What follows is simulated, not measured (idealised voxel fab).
The following is a process module called voxel ribs on slabs.
Section shown: cut. Width: 185 nm. Cell size: 5 nm, square.
Reading order for cross-sections: top band down to bottom band. Underlying form: a grid of square cells. Band size: one or more rows of cells.
In this notation a band is specified by the heights of its top and bottom, in that order and in nm, after which its materials appear from left to right, each paired with its width in nm. The word "full width" attached to a single material means that material fills the band from edge to edge; the word "air" stands for empty space.
Height 0 is the level under which the wafer as received is all one material. The lowest band goes on downwards, as in "0 and below".
The notation "30 to 40" denotes a width that varies across the rows of cells in the band, beginning at the first number in the top row, finishing at the second number in the bottom row, and changing by an identical amount from each row to the next.
Any step labelled "nothing got changed" changed none of the cells in the cross-section.
"Trapped cavities" - sealed voids, min. 8 cells, no opening to top; format: width x height at distance (distance from left edge; nm throughout).
That trailing text on a step's line, after the settings, is the simulator's own remark on the step.
"overlay nm" on a masked step: distance the mask lay right of its planned place, negative for left.

STEPS PLANNED FOR THE PROCESS
1. RECEIVE | material Si
2. DIRECTIONAL_DEP | material SiO2 | thk nm 30
3. DIRECTIONAL_DEP | material polySi | thk nm 20
4. PATTERN | tone cover | mask id RIB | material resist | width nm 25 | thk nm 20 | overlay nm 0
5. DIRECTIONAL_ETCH | etch materials polySi | depth nm 15
6. STRIP | etch materials resist
7. PATTERN | tone cover | mask id SLAB | material resist | width nm 75 | thk nm 20 | overlay nm 0
8. DIRECTIONAL_ETCH | etch materials polySi | depth nm 5
9. STRIP | etch materials resist
10. FILL_DEP | material SiO2 | thk nm 30
11. CMP | height nm 70
12. DIRECTIONAL_DEP | material W | thk nm 10
13. DIRECTIONAL_DEP | material aC | thk nm 10
14. PATTERN | tone cover | mask id HEATER | material resist | width nm 35 | thk nm 30 | overlay nm 0
15. DIRECTIONAL_ETCH | etch materials aC | depth nm 10
16. STRIP | etch materials resist
17. DIRECTIONAL_ETCH | etch materials W | depth nm 10
18. STRIP | etch materials aC
19. CONFORMAL_DEP | material SiN | thk nm 5

AS RECEIVED (POST STEP 1): CROSS-SECTION
  0 and below: Si full width
  Trapped cavities: none

FIGURE: CROSS-SECTIONAL VIEW OF THE WAFER UPON COMPLETION OF THE MODULE, PROCESSED FROM THE INITIAL STATE AND ACCORDING TO THE PLAN DEPICTED ABOVE, WITH ONE ERROR INTRODUCED DURING EXECUTION
  85 down to 80: 70 of air / 45 of SiN / 70 of air
  80 down to 75: 70 of air / 5 of SiN / 35 of W / 5 of SiN / 70 of air
  75 down to 70: 75 of SiN / 35 of W / 75 of SiN
  70 down to 20: SiO2 full width
  20 down to 0: polySi full width
  0 and below: Si full width
  Trapped cavities: none
What broke from the plan during processing? ran 2 and 3 in swapped order versus the plan
